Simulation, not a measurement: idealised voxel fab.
Proc. module: voxel wiring stack
Xsec cut, 215 nm wide, square cell size 5 nm.
Cross-section format: a grid of square cells, given as bands from top to bottom; each band is one or more rows of cells.
Look at the band entry: it leads with the top's height and the bottom's height in nm. Then it lists the materials left to right, with a width in nm for each. The word "full width" on a single material says that material fills the band edge to edge. The word "empty" is empty space.
Height 0 is the level under which the wafer as received is all one material. The lowest band goes on downwards, as in "0..down".
When a width is written as two numbers, as in "30 to 40", the first number is the width in the top row of cells of the band and the second is the width in its bottom row, and the width changes by the same amount from each row to the next.
Basically "all unchanged" means that step didn't change any cell in the cross-section.
"Closed void list" contains a list of empty spaces, each no smaller than 8 cells and without an open way to the top, written in the form width x height at distance with the distance from the left edge and all three in nm.
Where a step's line continues beyond its settings, the continuation is a remark by the simulator itself on that step.
overlay nm: right-of-plan distance of the mask on a masked step; negative values mean left-of-plan.

Intended process steps
1) RECEIVE | material Si
2) CONFORMAL_DEP | material SiO2 | thk nm 10
3) DIRECTIONAL_DEP | material TiN | thk nm 5
4) DIRECTIONAL_DEP | material Ru | thk nm 15
5) MASKED_ETCH | tone cover | mask id METAL_1 | width nm 25 | pitch nm 50 | etch materials Ru | depth nm 15 | overlay nm 0
6) MASKED_ETCH | tone cover | mask id METAL_1 | width nm 25 | pitch nm 50 | etch materials TiN | depth nm 5 | overlay nm 0
7) FILL_DEP | material lowk | thk nm 5
8) CMP | height nm 30
9) CONFORMAL_DEP | material SiCN | thk nm 5
10) DIRECTIONAL_DEP | material SiO2 | thk nm 15
11) PATTERN | tone open | mask id PLUG_1 | material resist | width nm 15 | thk nm 15 | overlay nm 0
12) DIRECTIONAL_ETCH | etch materials SiO2 | depth nm 15
13) DIRECTIONAL_ETCH | etch materials SiCN | depth nm 5
14) STRIP | etch materials resist
15) EPI | material Ru | thk nm 10
16) EPI | material Ru | thk nm 10
17) DIRECTIONAL_DEP | material TiN | thk nm 5
18) DIRECTIONAL_DEP | material Ru | thk nm 20
19) DIRECTIONAL_DEP | material aC | thk nm 15
20) PATTERN | tone cover | mask id METAL_2 | material resist | width nm 25 | pitch nm 50 | thk nm 35 | overlay nm 0
21) DIRECTIONAL_ETCH | etch materials aC | depth nm 15
22) STRIP | etch materials resist
23) DIRECTIONAL_ETCH | etch materials Ru | depth nm 20
24) DIRECTIONAL_ETCH | etch materials TiN | depth nm 5
25) STRIP | etch materials aC
26) CONFORMAL_DEP | material SiN | thk nm 5
27) FILL_DEP | material SiO2 | thk nm 5
28) CMP | height nm 75
29) CONFORMAL_DEP | material SiCN | thk nm 5
30) DIRECTIONAL_DEP | material lowk | thk nm 10
31) MASKED_ETCH | tone open | mask id PLUG_2 | width nm 15 | pitch nm 50 | etch materials lowk | depth nm 10 | overlay nm 0
32) MASKED_ETCH | tone open | mask id PLUG_2 | width nm 15 | pitch nm 50 | etch materials SiCN | depth nm 5 | overlay nm 0
33) CONFORMAL_DEP | material TiN | thk nm 5
34) FILL_DEP | material Ru | thk nm 10
35) CMP | height nm 90
36) CONFORMAL_DEP | material SiCN | thk nm 5
37) DIRECTIONAL_DEP | material SiO2 | thk nm 20
38) PATTERN | tone open | mask id METAL_3 | material resist | width nm 25 | pitch nm 50 | thk nm 15 | overlay nm 0
39) DIRECTIONAL_ETCH | etch materials SiO2 | depth nm 20
40) DIRECTIONAL_ETCH | etch materials SiCN | depth nm 5
41) STRIP | etch materials resist
42) CONFORMAL_DEP | material TiN | thk nm 5
43) FILL_DEP | material W | thk nm 10
44) CMP | height nm 115
45) EPI | material Ru | thk nm 5
46) FILL_DEP | material SiCN | thk nm 5
47) DIRECTIONAL_DEP | material lowk | thk nm 30
48) DIRECTIONAL_DEP | material aC | thk nm 10
49) PATTERN | tone open | mask id METAL_4_HOLES | material resist | width nm 15 | thk nm 30 | overlay nm 0
50) DIRECTIONAL_ETCH | etch materials aC | depth nm 10
51) STRIP | etch materials resist
52) DIRECTIONAL_ETCH | etch materials lowk | depth nm 30
53) STRIP | etch materials aC
54) DIRECTIONAL_DEP | material aC | thk nm 10
55) PATTERN | tone open | mask id METAL_4 | material resist | width nm 25 | pitch nm 50 | thk nm 25 | overlay nm 0
56) DIRECTIONAL_ETCH | etch materials aC | depth nm 10
57) STRIP | etch materials resist
58) DIRECTIONAL_ETCH | etch materials lowk | depth nm 15
59) DIRECTIONAL_ETCH | etch materials SiCN | depth nm 5
60) STRIP | etch materials aC
61) CONFORMAL_DEP | material TiN | thk nm 5
62) FILL_DEP | material Cu | thk nm 5
63) CMP | height nm 155
64) CONFORMAL_DEP | material SiN | thk nm 5

The first of the two wafers, which ran as planned

Cross-section of the incoming wafer, state after step 1
	0..down = Si full width
	Closed void list: none

Cross-section of the wafer after step 2
	10..0 = SiO2 full width
	Beneath the level 0, the cross-section is identical to its previous state.

Cross-section of the wafer after step 3
	15..10 = TiN full width
	Beneath the level 10, the cross-section is identical to its previous state.

Cross-section of the wafer after step 4
	30..15 = Ru full width
	Beneath the level 15, the cross-section is identical to its previous state.

Cross-section of the wafer after step 5
	30..15 = 70 nm empty  25 nm Ru  25 nm empty  25 nm Ru  70 nm empty
	Beneath the level 15, the cross-section is identical to its previous state.

Cross-section of the wafer after step 6
	30..15 = 70 nm empty  25 nm Ru  25 nm empty  25 nm Ru  70 nm empty
	15..10 = 70 nm empty  25 nm TiN  25 nm empty  25 nm TiN  70 nm empty
	Beneath the level 10, the cross-section is identical to its previous state.

Cross-section of the wafer after step 7
	35..30 = lowk full width
	30..15 = 70 nm lowk  25 nm Ru  25 nm lowk  25 nm Ru  70 nm lowk
	15..10 = 70 nm lowk  25 nm TiN  25 nm lowk  25 nm TiN  70 nm lowk
	Beneath the level 10, the cross-section is identical to its previous state.

Cross-section of the wafer after step 8
	30..15 = 70 nm lowk  25 nm Ru  25 nm lowk  25 nm Ru  70 nm lowk
	Beneath the level 15, the cross-section is identical to its previous state.

Cross-section of the wafer after step 9
	35..30 = SiCN full width
	Beneath the level 30, the cross-section is identical to its previous state.

Cross-section of the wafer after step 10
	50..35 = SiO2 full width
	Beneath the level 35, the cross-section is identical to its previous state.

Cross-section of the wafer after step 11
	65..50 = 70 nm resist  15 nm empty  130 nm resist
	Beneath the level 50, the cross-section is identical to its previous state.

Cross-section of the wafer after step 12
	65..50 = 70 nm resist  15 nm empty  130 nm resist
	50..35 = 70 nm SiO2  15 nm empty  130 nm SiO2
	Beneath the level 35, the cross-section is identical to its previous state.

Cross-section of the wafer after step 13
	65..50 = 70 nm resist  15 nm empty  130 nm resist
	50..35 = 70 nm SiO2  15 nm empty  130 nm SiO2
	35..30 = 70 nm SiCN  15 nm empty  130 nm SiCN
	Beneath the level 30, the cross-section is identical to its previous state.

Cross-section of the wafer after step 14
	50..35 = 70 nm SiO2  15 nm empty  130 nm SiO2
	Beneath the level 35, the cross-section is identical to its previous state.

Cross-section of the wafer after step 15
	50..40 = 70 nm SiO2  15 nm empty  130 nm SiO2
	40..35 = 70 nm SiO2  15 nm Ru  130 nm SiO2
	35..30 = 70 nm SiCN  15 nm Ru  130 nm SiCN
	Beneath the level 30, the cross-section is identical to its previous state.

Cross-section of the wafer after step 16
	50..35 = 70 nm SiO2  15 nm Ru  130 nm SiO2
	Beneath the level 35, the cross-section is identical to its previous state.

Cross-section of the wafer after step 17
	55..50 = TiN full width
	Beneath the level 50, the cross-section is identical to its previous state.

Cross-section of the wafer after step 18
	75..55 = Ru full width
	Beneath the level 55, the cross-section is identical to its previous state.

Cross-section of the wafer after step 19
	90..75 = aC full width
	Beneath the level 75, the cross-section is identical to its previous state.

Cross-section of the wafer after step 20
	125..90 = 70 nm empty  25 nm resist  25 nm empty  25 nm resist  70 nm empty
	Beneath the level 90, the cross-section is identical to its previous state.

Cross-section of the wafer after step 21
	110..90 = 70 nm empty  25 nm resist  25 nm empty  25 nm resist  70 nm empty
	90..75 = 70 nm empty  25 nm aC  25 nm empty  25 nm aC  70 nm empty
	Beneath the level 75, the cross-section is identical to its previous state.

Cross-section of the wafer after step 22
	90..75 = 70 nm empty  25 nm aC  25 nm empty  25 nm aC  70 nm empty
	Beneath the level 75, the cross-section is identical to its previous state.

Cross-section of the wafer after step 23
	90..75 = 70 nm empty  25 nm aC  25 nm empty  25 nm aC  70 nm empty
	75..55 = 70 nm empty  25 nm Ru  25 nm empty  25 nm Ru  70 nm empty
	Beneath the level 55, the cross-section is identical to its previous state.

Cross-section of the wafer after step 24
	90..75 = 70 nm empty  25 nm aC  25 nm empty  25 nm aC  70 nm empty
	75..55 = 70 nm empty  25 nm Ru  25 nm empty  25 nm Ru  70 nm empty
	55..50 = 70 nm empty  25 nm TiN  25 nm empty  25 nm TiN  70 nm empty
	Beneath the level 50, the cross-section is identical to its previous state.

Cross-section of the wafer after step 25
	75..55 = 70 nm empty  25 nm Ru  25 nm empty  25 nm Ru  70 nm empty
	Beneath the level 55, the cross-section is identical to its previous state.

Cross-section of the wafer after step 26
	80..75 = 65 nm empty  35 nm SiN  15 nm empty  35 nm SiN  65 nm empty
	75..55 = 65 nm empty  5 nm SiN  25 nm Ru  5 nm SiN  15 nm empty  5 nm SiN  25 nm Ru  5 nm SiN  65 nm empty
	55..50 = 70 nm SiN  25 nm TiN  25 nm SiN  25 nm TiN  70 nm SiN
	Beneath the level 50, the cross-section is identical to its previous state.

Cross-section of the wafer after step 27
	85..80 = SiO2 full width
	80..75 = 65 nm SiO2  35 nm SiN  15 nm SiO2  35 nm SiN  65 nm SiO2
	75..55 = 65 nm SiO2  5 nm SiN  25 nm Ru  5 nm SiN  15 nm SiO2  5 nm SiN  25 nm Ru  5 nm SiN  65 nm SiO2
	Beneath the level 55, the cross-section is identical to its previous state.

Cross-section of the wafer after step 28
	75..55 = 65 nm SiO2  5 nm SiN  25 nm Ru  5 nm SiN  15 nm SiO2  5 nm SiN  25 nm Ru  5 nm SiN  65 nm SiO2
	Beneath the level 55, the cross-section is identical to its previous state.

Cross-section of the wafer after step 29
	80..75 = SiCN full width
	Beneath the level 75, the cross-section is identical to its previous state.

Cross-section of the wafer after step 30
	90..80 = lowk full width
	Beneath the level 80, the cross-section is identical to its previous state.

Cross-section of the wafer after step 31
	90..80 = 70 nm lowk  15 nm empty  35 nm lowk  15 nm empty  80 nm lowk
	Beneath the level 80, the cross-section is identical to its previous state.

Cross-section of the wafer after step 32
	90..80 = 70 nm lowk  15 nm empty  35 nm lowk  15 nm empty  80 nm lowk
	80..75 = 70 nm SiCN  15 nm empty  35 nm SiCN  15 nm empty  80 nm SiCN
	Beneath the level 75, the cross-section is identical to its previous state.

Cross-section of the wafer after step 33
	95..90 = 75 nm TiN  5 nm empty  45 nm TiN  5 nm empty  85 nm TiN
	90..80 = 70 nm lowk  5 nm TiN  5 nm empty  5 nm TiN  35 nm lowk  5 nm TiN  5 nm empty  5 nm TiN  80 nm lowk
	80..75 = 70 nm SiCN  15 nm TiN  35 nm SiCN  15 nm TiN  80 nm SiCN
	Beneath the level 75, the cross-section is identical to its previous state.

Cross-section of the wafer after step 34
	105..95 = Ru full width
	95..90 = 75 nm TiN  5 nm Ru  45 nm TiN  5 nm Ru  85 nm TiN
	90..80 = 70 nm lowk  5 nm TiN  5 nm Ru  5 nm TiN  35 nm lowk  5 nm TiN  5 nm Ru  5 nm TiN  80 nm lowk
	Beneath the level 80, the cross-section is identical to its previous state.

Cross-section of the wafer after step 35
	90..80 = 70 nm lowk  5 nm TiN  5 nm Ru  5 nm TiN  35 nm lowk  5 nm TiN  5 nm Ru  5 nm TiN  80 nm lowk
	Beneath the level 80, the cross-section is identical to its previous state.

Cross-section of the wafer after step 36
	95..90 = SiCN full width
	Beneath the level 90, the cross-section is identical to its previous state.

Cross-section of the wafer after step 37
	115..95 = SiO2 full width
	Beneath the level 95, the cross-section is identical to its previous state.

Cross-section of the wafer after step 38
	130..115 = 70 nm resist  25 nm empty  25 nm resist  25 nm empty  70 nm resist
	Beneath the level 115, the cross-section is identical to its previous state.

Cross-section of the wafer after step 39
	130..115 = 70 nm resist  25 nm empty  25 nm resist  25 nm empty  70 nm resist
	115..95 = 70 nm SiO2  25 nm empty  25 nm SiO2  25 nm empty  70 nm SiO2
	Beneath the level 95, the cross-section is identical to its previous state.

Cross-section of the wafer after step 40
	130..115 = 70 nm resist  25 nm empty  25 nm resist  25 nm empty  70 nm resist
	115..95 = 70 nm SiO2  25 nm empty  25 nm SiO2  25 nm empty  70 nm SiO2
	95..90 = 70 nm SiCN  25 nm empty  25 nm SiCN  25 nm empty  70 nm SiCN
	Beneath the level 90, the cross-section is identical to its previous state.

Cross-section of the wafer after step 41
	115..95 = 70 nm SiO2  25 nm empty  25 nm SiO2  25 nm empty  70 nm SiO2
	Beneath the level 95, the cross-section is identical to its previous state.

Cross-section of the wafer after step 42
	120..115 = 75 nm TiN  15 nm empty  35 nm TiN  15 nm empty  75 nm TiN
	115..95 = 70 nm SiO2  5 nm TiN  15 nm empty  5 nm TiN  25 nm SiO2  5 nm TiN  15 nm empty  5 nm TiN  70 nm SiO2
	95..90 = 70 nm SiCN  25 nm TiN  25 nm SiCN  25 nm TiN  70 nm SiCN
	Beneath the level 90, the cross-section is identical to its previous state.

Cross-section of the wafer after step 43
	130..120 = W full width
	120..115 = 75 nm TiN  15 nm W  35 nm TiN  15 nm W  75 nm TiN
	115..95 = 70 nm SiO2  5 nm TiN  15 nm W  5 nm TiN  25 nm SiO2  5 nm TiN  15 nm W  5 nm TiN  70 nm SiO2
	Beneath the level 95, the cross-section is identical to its previous state.

Cross-section of the wafer after step 44
	115..95 = 70 nm SiO2  5 nm TiN  15 nm W  5 nm TiN  25 nm SiO2  5 nm TiN  15 nm W  5 nm TiN  70 nm SiO2
	Beneath the level 95, the cross-section is identical to its previous state.

Cross-section of the wafer after step 45
	120..115 = 65 nm empty  35 nm Ru  15 nm empty  35 nm Ru  65 nm empty
	Beneath the level 115, the cross-section is identical to its previous state.

Cross-section of the wafer after step 46
	125..120 = SiCN full width
	120..115 = 65 nm SiCN  35 nm Ru  15 nm SiCN  35 nm Ru  65 nm SiCN
	Beneath the level 115, the cross-section is identical to its previous state.

Cross-section of the wafer after step 47
	155..125 = lowk full width
	Beneath the level 125, the cross-section is identical to its previous state.

Cross-section of the wafer after step 48
	165..155 = aC full width
	Beneath the level 155, the cross-section is identical to its previous state.

Cross-section of the wafer after step 49
	195..165 = 70 nm resist  15 nm empty  130 nm resist
	Beneath the level 165, the cross-section is identical to its previous state.

Cross-section of the wafer after step 50
	185..165 = 70 nm resist  15 nm empty  130 nm resist
	165..155 = 70 nm aC  15 nm empty  130 nm aC
	Beneath the level 155, the cross-section is identical to its previous state.

Cross-section of the wafer after step 51
	165..155 = 70 nm aC  15 nm empty  130 nm aC
	Beneath the level 155, the cross-section is identical to its previous state.

Cross-section of the wafer after step 52
	165..155 = 70 nm aC  15 nm empty  130 nm aC
	155..125 = 70 nm lowk  15 nm empty  130 nm lowk
	Beneath the level 125, the cross-section is identical to its previous state.

Cross-section of the wafer after step 53
	155..125 = 70 nm lowk  15 nm empty  130 nm lowk
	Beneath the level 125, the cross-section is identical to its previous state.

Cross-section of the wafer after step 54
	165..155 = 70 nm aC  15 nm empty  130 nm aC
	155..135 = 70 nm lowk  15 nm empty  130 nm lowk
	135..125 = 70 nm lowk  15 nm aC  130 nm lowk
	Beneath the level 125, the cross-section is identical to its previous state.

Cross-section of the wafer after step 55
	190..165 = 70 nm resist  25 nm empty  25 nm resist  25 nm empty  70 nm resist
	Beneath the level 165, the cross-section is identical to its previous state.

Cross-section of the wafer after step 56
	180..165 = 70 nm resist  25 nm empty  25 nm resist  25 nm empty  70 nm resist
	165..155 = 70 nm aC  25 nm empty  25 nm aC  25 nm empty  70 nm aC
	155..125 = 70 nm lowk  15 nm empty  130 nm lowk
	Beneath the level 125, the cross-section is identical to its previous state.

Cross-section of the wafer after step 57
	165..155 = 70 nm aC  25 nm empty  25 nm aC  25 nm empty  70 nm aC
	Beneath the level 155, the cross-section is identical to its previous state.

Cross-section of the wafer after step 58
	165..155 = 70 nm aC  25 nm empty  25 nm aC  25 nm empty  70 nm aC
	155..140 = 70 nm lowk  25 nm empty  25 nm lowk  25 nm empty  70 nm lowk
	Beneath the level 140, the cross-section is identical to its previous state.

Cross-section of the wafer after step 59
	165..155 = 70 nm aC  25 nm empty  25 nm aC  25 nm empty  70 nm aC
	155..140 = 70 nm lowk  25 nm empty  25 nm lowk  25 nm empty  70 nm lowk
	140..125 = 70 nm lowk  15 nm empty  130 nm lowk
	125..120 = 70 nm SiCN  15 nm empty  130 nm SiCN
	Beneath the level 120, the cross-section is identical to its previous state.

Cross-section of the wafer after step 60
	155..140 = 70 nm lowk  25 nm empty  25 nm lowk  25 nm empty  70 nm lowk
	Beneath the level 140, the cross-section is identical to its previous state.

Cross-section of the wafer after step 61
	160..155 = 75 nm TiN  15 nm empty  35 nm TiN  15 nm empty  75 nm TiN
	155..145 = 70 nm lowk  5 nm TiN  15 nm empty  5 nm TiN  25 nm lowk  5 nm TiN  15 nm empty  5 nm TiN  70 nm lowk
	145..140 = 70 nm lowk  5 nm TiN  5 nm empty  15 nm TiN  25 nm lowk  25 nm TiN  70 nm lowk
	140..125 = 70 nm lowk  5 nm TiN  5 nm empty  5 nm TiN  130 nm lowk
	125..120 = 70 nm SiCN  15 nm TiN  130 nm SiCN
	Beneath the level 120, the cross-section is identical to its previous state.

Cross-section of the wafer after step 62
	165..160 = Cu full width
	160..155 = 75 nm TiN  15 nm Cu  35 nm TiN  15 nm Cu  75 nm TiN
	155..145 = 70 nm lowk  5 nm TiN  15 nm Cu  5 nm TiN  25 nm lowk  5 nm TiN  15 nm Cu  5 nm TiN  70 nm lowk
	145..140 = 70 nm lowk  5 nm TiN  5 nm Cu  15 nm TiN  25 nm lowk  25 nm TiN  70 nm lowk
	140..125 = 70 nm lowk  5 nm TiN  5 nm Cu  5 nm TiN  130 nm lowk
	Beneath the level 125, the cross-section is identical to its previous state.

Cross-section of the wafer after step 63
	155..145 = 70 nm lowk  5 nm TiN  15 nm Cu  5 nm TiN  25 nm lowk  5 nm TiN  15 nm Cu  5 nm TiN  70 nm lowk
	Beneath the level 145, the cross-section is identical to its previous state.

Cross-section of the wafer after step 64
	160..155 = SiN full width
	Beneath the level 155, the cross-section is identical to its previous state.

The second wafer: identical to the first at the outset and in its planned sequence, differing only in that one mistake was made during processing; up to and including step 57, its path is the first wafer's path

Second wafer, sectioned view, at step 58's planned end time
	165..155 = 70 nm aC  25 nm empty  25 nm aC  25 nm empty  70 nm aC
	155..125 = 70 nm lowk  25 nm empty  25 nm lowk  25 nm empty  70 nm lowk
	Beneath the level 125, the cross-section is identical to its previous state.

Second wafer, sectioned view, at step 59's planned end time
	165..155 = 70 nm aC  25 nm empty  25 nm aC  25 nm empty  70 nm aC
	155..125 = 70 nm lowk  25 nm empty  25 nm lowk  25 nm empty  70 nm lowk
	125..120 = 70 nm SiCN  25 nm empty  25 nm SiCN  25 nm empty  70 nm SiCN
	Beneath the level 120, the cross-section is identical to its previous state.

Second wafer, sectioned view, at step 60's planned end time
	155..125 = 70 nm lowk  25 nm empty  25 nm lowk  25 nm empty  70 nm lowk
	Beneath the level 125, the cross-section is identical to its previous state.

Second wafer, sectioned view, at step 61's planned end time
	160..155 = 75 nm TiN  15 nm empty  35 nm TiN  15 nm empty  75 nm TiN
	155..125 = 70 nm lowk  5 nm TiN  15 nm empty  5 nm TiN  25 nm lowk  5 nm TiN  15 nm empty  5 nm TiN  70 nm lowk
	125..120 = 70 nm SiCN  25 nm TiN  25 nm SiCN  25 nm TiN  70 nm SiCN
	Beneath the level 120, the cross-section is identical to its previous state.

Second wafer, sectioned view, at step 62's planned end time
	165..160 = Cu full width
	160..155 = 75 nm TiN  15 nm Cu  35 nm TiN  15 nm Cu  75 nm TiN
	155..125 = 70 nm lowk  5 nm TiN  15 nm Cu  5 nm TiN  25 nm lowk  5 nm TiN  15 nm Cu  5 nm TiN  70 nm lowk
	Beneath the level 125, the cross-section is identical to its previous state.

Second wafer, sectioned view, at step 63's planned end time
	155..125 = 70 nm lowk  5 nm TiN  15 nm Cu  5 nm TiN  25 nm lowk  5 nm TiN  15 nm Cu  5 nm TiN  70 nm lowk
	Beneath the level 125, the cross-section is identical to its previous state.

Second wafer, sectioned view, at step 64's planned end time
	160..155 = SiN full width
	Beneath the level 155, the cross-section is identical to its previous state.
Misprocessing identified: heads up, step 58 of the plan got done twice
Once processing is complete, comparing cell counts shows that the second wafer has more or fewer of certain materials than the first: Cu: 20 more | SiCN: 7 fewer | TiN: 8 more | lowk: 21 fewer
